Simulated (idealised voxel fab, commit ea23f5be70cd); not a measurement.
process module | voxel local oxidation
It is cross-section cut that appears here, measuring 185 nm in width, its square cells being 5 nm in size.
In what follows, cross-sections appear as grids of square cells, described through bands that run from the top down, where every band is one or more rows of cells.
Basically the band line says how high the top is and how high the bottom is, in nm, and then what's in it from left to right, every material with its width in nm. Empty space shows up as "blank", and if a single material carries "everywhere" it runs the full band edge to edge.
Measure heights from 0. That's the level where, below it, the as-received wafer is all one material. The lowest band is bottomless and extends downward; write it as in "top 0, no bottom".
Think of "30->40" as a width that walks from the first number to the second as you go down the band, top row to bottom row, taking equal-sized steps from row to row.
"nothing different" (step): cross-section cells unchanged, all of them.
Empty spaces counting at least 8 cells and having no open way to the top are listed in "Internal closed voids". The notation width x height at distance is used for each, the distance being from the left edge and all three values in nm.
If you see something after the settings on a step's line, that's the simulator's own remark about that step.
"overlay nm" denotes, for a step that has a mask, the displacement of the mask to the right of its planned place, with negative values corresponding to the left.
[Process steps (planned)]
1. RECEIVE,material Si
2. CONFORMAL_DEP,material SiO2,thk nm 5
3. CONFORMAL_DEP,material SiN,thk nm 10
4. MASKED_ETCH,tone cover,mask id ACTIVE,width nm 90,etch materials SiN,depth nm 10,overlay nm 0
5. SELECTIVE_ETCH,etch materials SiO2,depth nm 5
6. OXIDIZE,depth nm 10
7. STRIP,etch materials SiN
[As received (post step 1): cross-section]
    top 0, no bottom  Si everywhere
    Internal closed voids: none
[The first of the two wafers as seen in cross-section once the module was finished; processing followed the plan]
    top 5, bottom 0  blank=50 / SiO2=80 / blank=55
    top 0, bottom -10  SiO2=60 / Si=60 / SiO2=65
    top -10, no bottom  Si everywhere
    Internal closed voids: none
[Cross-sectional image of the second wafer of the two following completion of the module. Starting state and process plan were the same as for the first wafer; one execution error occurred]
    top 5, bottom 0  blank=60 / SiO2=80 / blank=45
    top 0, bottom -10  SiO2=70 / Si=60 / SiO2=55
    top -10, no bottom  Si everywhere
    Internal closed voids: none
Misprocessing identified: step 4: run off-plan, actual operation and settings MASKED_ETCH,tone cover,mask id ACTIVE,width nm 90,etch materials SiN,depth nm 10,overlay nm 10
So at the finish, the second wafer's got exactly as many cells of each material as the first, just not in the same spots.
